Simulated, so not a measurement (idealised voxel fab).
Herein follows the process module entitled voxel gate over fins.
The cross-section shown here is cut; it is 170 nm wide and divided into square cells measuring 5 nm on a side.
Each cross-section below is a grid of square cells, stated as bands in top-down order, with one or more rows of cells making up each band.
In this notation a band is specified by the heights of its top and bottom, in that order and in nm, after which its materials appear from left to right, each paired with its width in nm. The word "throughout" attached to a single material means that material fills the band from edge to edge; the word "empty" stands for empty space.
Beneath 0, the wafer as received is one material, and that level is where height counting begins. The lowest band goes on downward without a bottom; it is written like "top 0, no bottom".
You'd read "30..40" like this: the band's top row of cells is as wide as the first number, its bottom row is as wide as the second, and going down, every row changes width by the same amount as the row before did.
Any step labelled "nothing got changed" changed none of the cells in the cross-section.
Listed in "Enclosed void inventory": every empty space of 8 or more cells without an open way to the top. Form: width x height at distance, the distance being from the left edge, all in nm.
Post-settings text on a step line: simulator's own remark regarding the step.
"overlay nm", when on a step's line for a step with a mask, measures how far to the right of its planned place the mask lay; a negative measure means to the left.
So here's the lineup of process steps we planned
1: RECEIVE,material Si
2: CONFORMAL_DEP,material SiN,thk nm 5
3: DIRECTIONAL_DEP,material aC,thk nm 15
4: PATTERN,tone cover,mask id FINS,material resist,width nm 15,pitch nm 45,thk nm 35,overlay nm 0
5: DIRECTIONAL_ETCH,etch materials aC,depth nm 15
6: STRIP,etch materials resist
7: DIRECTIONAL_ETCH,etch materials SiN,depth nm 5
8: DIRECTIONAL_ETCH,etch materials Si,depth nm 40
9: STRIP,etch materials aC
10: OXIDIZE,depth nm 5
11: FILL_DEP,material SiO2,thk nm 5
12: CMP,height nm 5
13: SELECTIVE_ETCH,etch materials SiO2,depth nm 15
14: STRIP,etch materials SiN
15: CONFORMAL_DEP,material HfO2,thk nm 5
16: CONFORMAL_DEP,material TiN,thk nm 5
17: FILL_DEP,material W,thk nm 15
18: CMP,height nm 20
19: CONFORMAL_DEP,material SiCN,thk nm 10
Step 1 complete: cross-section of the wafer as received
  top 0, no bottom  Si throughout
  Enclosed void inventory: none
Cross-section: first of two wafers, module finished, run according to plan
  top 30, bottom 20  SiCN throughout
  top 20, bottom 10  W throughout
  top 10, bottom 5  25 nm W | 25 nm TiN | 20 nm W | 25 nm TiN | 20 nm W | 25 nm TiN | 30 nm W
  top 5, bottom 0  25 nm W | 5 nm TiN | 15 nm HfO2 | 5 nm TiN | 20 nm W | 5 nm TiN | 15 nm HfO2 | 5 nm TiN | 20 nm W | 5 nm TiN | 15 nm HfO2 | 5 nm TiN | 30 nm W
  top 0, bottom -5  30 nm TiN | 5 nm HfO2 | 5 nm Si | 5 nm HfO2 | 30 nm TiN | 5 nm HfO2 | 5 nm Si | 5 nm HfO2 | 30 nm TiN | 5 nm HfO2 | 5 nm Si | 5 nm HfO2 | 35 nm TiN
  top -5, bottom -10  35 nm HfO2 | 5 nm Si | 40 nm HfO2 | 5 nm Si | 40 nm HfO2 | 5 nm Si | 40 nm HfO2
  top -10, bottom -45  35 nm SiO2 | 5 nm Si | 40 nm SiO2 | 5 nm Si | 40 nm SiO2 | 5 nm Si | 40 nm SiO2
  top -45, no bottom  Si throughout
  Enclosed void inventory: none
Second wafer through the module, sectioned at the end: same beginning and same plan as the first wafer, with one mistake in carrying it out
  top 30, bottom 20  SiCN throughout
  top 20, bottom 10  W throughout
  top 10, bottom 5  25 nm W | 25 nm TiN | 20 nm W | 25 nm TiN | 20 nm W | 25 nm TiN | 30 nm W
  top 5, bottom 0  25 nm W | 5 nm TiN | 15 nm HfO2 | 5 nm TiN | 20 nm W | 5 nm TiN | 15 nm HfO2 | 5 nm TiN | 20 nm W | 5 nm TiN | 15 nm HfO2 | 5 nm TiN | 30 nm W
  top 0, bottom -5  30 nm TiN | 5 nm HfO2 | 5 nm Si | 5 nm HfO2 | 30 nm TiN | 5 nm HfO2 | 5 nm Si | 5 nm HfO2 | 30 nm TiN | 5 nm HfO2 | 5 nm Si | 5 nm HfO2 | 35 nm TiN
  top -5, bottom -10  35 nm HfO2 | 5 nm Si | 40 nm HfO2 | 5 nm Si | 40 nm HfO2 | 5 nm Si | 40 nm HfO2
  top -10, bottom -55  35 nm SiO2 | 5 nm Si | 40 nm SiO2 | 5 nm Si | 40 nm SiO2 | 5 nm Si | 40 nm SiO2
  top -55, no bottom  Si throughout
  Enclosed void inventory: none
Short version of what went wrong: it should be noted that step 8 was executed with settings other than those planned, the operation and settings actually applied being DIRECTIONAL_ETCH,etch materials Si,depth nm 50
at the end the second wafer has, in cells: -62 Si | +62 SiO2
